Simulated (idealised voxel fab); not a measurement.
The following is a process module called voxel trench capacitor.
Cross-sectional view cut (width: 270 nm; square cell size: 5 nm).
This document writes a cross-section as a grid whose cells are square, and gives it as bands, listed from the top down; one or more rows of cells form a band.
Quick guide to a band line: top height, bottom height (nm) up front; then every material left to right with its width in nm. Only one material and it's marked "all across"? Then it fills the band edge to edge. And "blank" just means empty space.
We count height from 0. Below that, the starting wafer is all one material. The lowest band never ends at the bottom but goes on down; see "top 0, no bottom" for how that is written.
Top row gets the first number, bottom row gets the second, and each row in between changes by the same step: that is how a band width like "30..40" works.
What does "left unchanged" mean for a step? It means no cell of the cross-section changed in that step.
Each empty space that has no open way to the top and spans at least 8 cells appears under "Trapped voids" as width x height at distance, the distance counted from the left edge, all in nm.
The remark found on a step's line after its settings is issued by the simulator itself and pertains to that step.
The line of a step may include "overlay nm". On a step with a mask, this value is how far to the right of its planned place the mask lay. A negative value means the mask lay to the left.
## Process steps - plan
1) RECEIVE, material Si
2) CONFORMAL_DEP, material SiN, thk nm 5
3) DIRECTIONAL_DEP, material aC, thk nm 15
4) PATTERN, tone open, mask id TRENCH, material resist, width nm 25, pitch nm 45, thk nm 35, overlay nm 0
5) DIRECTIONAL_ETCH, etch materials aC, depth nm 15
6) STRIP, etch materials resist
7) DIRECTIONAL_ETCH, etch materials SiN, depth nm 5
8) DIRECTIONAL_ETCH, etch materials Si, depth nm 25
9) STRIP, etch materials aC
10) CONFORMAL_DEP, material Al2O3, thk nm 5
11) FILL_DEP, material polySi, thk nm 5
12) CMP, height nm 5
## So this is the incoming wafer in cross-section - it's already been through step 1
top 0, no bottom | Si all across
Trapped voids: none
## Run as planned - first of the two wafers cross-sectioned at the end of the module
top 5, bottom 0 | SiN 100  Al2O3 5  polySi 15  Al2O3 5  SiN 20  Al2O3 5  polySi 15  Al2O3 5  SiN 100
top 0, bottom -20 | Si 100  Al2O3 5  polySi 15  Al2O3 5  Si 20  Al2O3 5  polySi 15  Al2O3 5  Si 100
top -20, bottom -25 | Si 100  Al2O3 25  Si 20  Al2O3 25  Si 100
top -25, no bottom | Si all across
Trapped voids: none
## Wafer two, end of module, cross-section. Same start, same plan as wafer one. One mistake in the run
top 5, bottom 0 | SiN 105  Al2O3 5  polySi 15  Al2O3 5  SiN 20  Al2O3 5  polySi 15  Al2O3 5  SiN 95
top 0, bottom -20 | Si 105  Al2O3 5  polySi 15  Al2O3 5  Si 20  Al2O3 5  polySi 15  Al2O3 5  Si 95
top -20, bottom -25 | Si 105  Al2O3 25  Si 20  Al2O3 25  Si 95
top -25, no bottom | Si all across
Trapped voids: none
Misprocessing identified: not per plan at step 4, really ran PATTERN, tone open, mask id TRENCH, material resist, width nm 25, pitch nm 45, thk nm 35, overlay nm 5
Heads up: at the end the two wafers have identical cell counts per material, they're just laid out differently.
